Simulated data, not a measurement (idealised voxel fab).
Process module heading - voxel gate over fins
Cross-section cut: width 205 nm, square cells of 5 nm.
Bands, listed from the top down, are how a cross-section gets written in this document; the cross-section itself is a grid of square cells, and a band is one or more rows of them. It is stipulated that each band's entry specify, in nanometres, the height of the top of the band and then that of its bottom, followed by the materials of the band in left-to-right sequence, each together with its width in nanometres. A single material marked by the word "full width" is understood to fill the band from edge to edge; the word "air" is understood to denote empty space. Height is counted from the level 0, under which the received wafer is composed throughout of one material. The lowest of the bands is not closed at the bottom but continues downward, in the notation "0..down". Width "30->40": first value at the band's top row of cells, second value at its bottom row, equal change from row to row. For the purposes of this document, the phrase "remains unaltered" attached to a step denotes that no cell within the cross-section was modified by that step. Voids not open to the top, 8 cells minimum: see "Closed internal cavities". Written width x height at distance; distance is from the left edge; nm. Note: text after step settings on the step line = simulator remark on that step. A step line may carry the setting "overlay nm", which, for steps involving a mask, states the distance by which the mask lay to the right of its intended position; negative values denote displacement to the left.

-- The following list gives the planned process steps
1) RECEIVE, material Si
2) CONFORMAL_DEP, material SiN, thk nm 10
3) DIRECTIONAL_DEP, material aC, thk nm 10
4) PATTERN, tone cover, mask id FINS, material resist, width nm 15, pitch nm 40, thk nm 30, overlay nm 0
5) DIRECTIONAL_ETCH, etch materials aC, depth nm 10
6) STRIP, etch materials resist
7) DIRECTIONAL_ETCH, etch materials SiN, depth nm 10
8) DIRECTIONAL_ETCH, etch materials Si, depth nm 35
9) STRIP, etch materials aC
10) OXIDIZE, depth nm 5
11) FILL_DEP, material SiO2, thk nm 10
12) CMP, height nm 10
13) SELECTIVE_ETCH, etch materials SiO2, depth nm 25
14) STRIP, etch materials SiN
15) CONFORMAL_DEP, material HfO2, thk nm 5
16) CONFORMAL_DEP, material TiN, thk nm 5
17) CONFORMAL_DEP, material TiAl, thk nm 5
18) CONFORMAL_DEP, material TiN, thk nm 5
19) FILL_DEP, material W, thk nm 10
20) CMP, height nm 25
21) CONFORMAL_DEP, material SiCN, thk nm 10

-- As-received state of the wafer in cross-section, equivalent to post-step 1
0..down = Si full width
Closed internal cavities: none

-- End-of-module cross-section of the first of two wafers, processed as planned
35..25 = SiCN full width
25..20 = W full width
20..15 = W: 40 / TiN: 125 / W: 40
15..10 = W: 40 / TiN: 5 / TiAl: 35 / TiN: 5 / TiAl: 35 / TiN: 5 / TiAl: 35 / TiN: 5 / W: 40
10..5 = W: 40 / TiN: 5 / TiAl: 5 / TiN: 25 / TiAl: 5 / TiN: 5 / TiAl: 5 / TiN: 25 / TiAl: 5 / TiN: 5 / TiAl: 5 / TiN: 25 / TiAl: 5 / TiN: 5 / W: 40
5..0 = TiN: 45 / TiAl: 5 / TiN: 5 / HfO2: 15 / TiN: 5 / TiAl: 5 / TiN: 5 / TiAl: 5 / TiN: 5 / HfO2: 15 / TiN: 5 / TiAl: 5 / TiN: 5 / TiAl: 5 / TiN: 5 / HfO2: 15 / TiN: 5 / TiAl: 5 / TiN: 45
0..-5 = TiAl: 50 / TiN: 5 / HfO2: 5 / Si: 5 / HfO2: 5 / TiN: 5 / TiAl: 15 / TiN: 5 / HfO2: 5 / Si: 5 / HfO2: 5 / TiN: 5 / TiAl: 15 / TiN: 5 / HfO2: 5 / Si: 5 / HfO2: 5 / TiN: 5 / TiAl: 50
-5..-10 = TiN: 55 / HfO2: 5 / Si: 5 / HfO2: 5 / TiN: 25 / HfO2: 5 / Si: 5 / HfO2: 5 / TiN: 25 / HfO2: 5 / Si: 5 / HfO2: 5 / TiN: 55
-10..-15 = HfO2: 60 / Si: 5 / HfO2: 35 / Si: 5 / HfO2: 35 / Si: 5 / HfO2: 60
-15..-40 = SiO2: 60 / Si: 5 / SiO2: 35 / Si: 5 / SiO2: 35 / Si: 5 / SiO2: 60
-40..down = Si full width
Closed internal cavities: none

-- Module end: cross-section of wafer two of two. Same start and process plan as the first wafer. One mistake during execution
35..25 = SiCN full width
25..20 = W full width
20..15 = TiN full width
15..10 = TiAl full width
10..5 = TiN: 60 / TiAl: 5 / TiN: 35 / TiAl: 5 / TiN: 35 / TiAl: 5 / TiN: 60
5..0 = HfO2: 55 / TiN: 5 / TiAl: 5 / TiN: 5 / HfO2: 25 / TiN: 5 / TiAl: 5 / TiN: 5 / HfO2: 25 / TiN: 5 / TiAl: 5 / TiN: 5 / HfO2: 55
0..-5 = Si: 50 / HfO2: 5 / TiN: 5 / TiAl: 5 / TiN: 5 / HfO2: 5 / Si: 15 / HfO2: 5 / TiN: 5 / TiAl: 5 / TiN: 5 / HfO2: 5 / Si: 15 / HfO2: 5 / TiN: 5 / TiAl: 5 / TiN: 5 / HfO2: 5 / Si: 50
-5..-10 = Si: 50 / HfO2: 5 / TiN: 15 / HfO2: 5 / Si: 15 / HfO2: 5 / TiN: 15 / HfO2: 5 / Si: 15 / HfO2: 5 / TiN: 15 / HfO2: 5 / Si: 50
-10..-15 = Si: 50 / HfO2: 25 / Si: 15 / HfO2: 25 / Si: 15 / HfO2: 25 / Si: 50
-15..-40 = Si: 50 / SiO2: 25 / Si: 15 / SiO2: 25 / Si: 15 / SiO2: 25 / Si: 50
-40..down = Si full width
Closed internal cavities: none
Plan not followed: step 4 was run on a setting that differed from the plan, and what really ran there is PATTERN, tone open, mask id FINS, material resist, width nm 15, pitch nm 40, thk nm 30, overlay nm 0
Looking at both finished wafers in cells, the second ends up ahead of or behind the first on some materials: Si: 184 more; SiO2: 115 fewer; TiAl: 9 fewer; TiN: 12 fewer; W: 48 fewer
